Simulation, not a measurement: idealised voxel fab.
process module | voxel released beams
cross-section cut | 175 nm wide | cells 5 nm
A cross-section is a grid of square cells, given in bands from the top down. A band is one or more rows of cells.
Each band's line starts with the height of the band's top and of its bottom, in nm. Then come its materials from left to right, each with its width in nm. One material with "throughout" fills the band from edge to edge. "air" is empty space.
Height 0 is the level under which the wafer as received is all one material. The lowest band goes on downwards, as in "0 down".
A width such as "30 to 40" changes by the same amount from each row of cells to the next, from the band's top row to its bottom row.
"no change" after a step means that no cell of the cross-section changed.
closed voids: empty space of 8 cells or more with no open way to the top, each as width x height at its distance from the left edge, in nm
after a step's settings: what the simulator itself notes on the step
overlay nm, on a step with a mask: how far to the right of its planned place the mask lay; to the left if negative
plan
1 op RECEIVE | material Si
2 op CONFORMAL_DEP | material SiN | thk nm 10
3 op DIRECTIONAL_DEP | material SiO2 | thk nm 15
4 op PATTERN | tone open | mask id ANCHOR | material resist | width nm 45 | thk nm 20 | overlay nm 0
5 op DIRECTIONAL_ETCH | etch materials SiO2 | depth nm 15
6 op STRIP | etch materials resist
7 op CONFORMAL_DEP | material W | thk nm 15
8 op MASKED_ETCH | tone cover | mask id BEAM | width nm 110 | etch materials W | depth nm 15 | overlay nm 0
9 op STRIP | etch materials SiO2
as received, after step 1
  0 down: Si throughout
  closed voids: none
a wafer at the end: this start, this plan, one mistake
  30 to 15: air 30 | W 20 | air 15 | W 75 | air 35
  15 to 0: air 35 | W 45 | air 95
  0 down: Si throughout
  closed voids: none
what went wrong: step 2 was left out
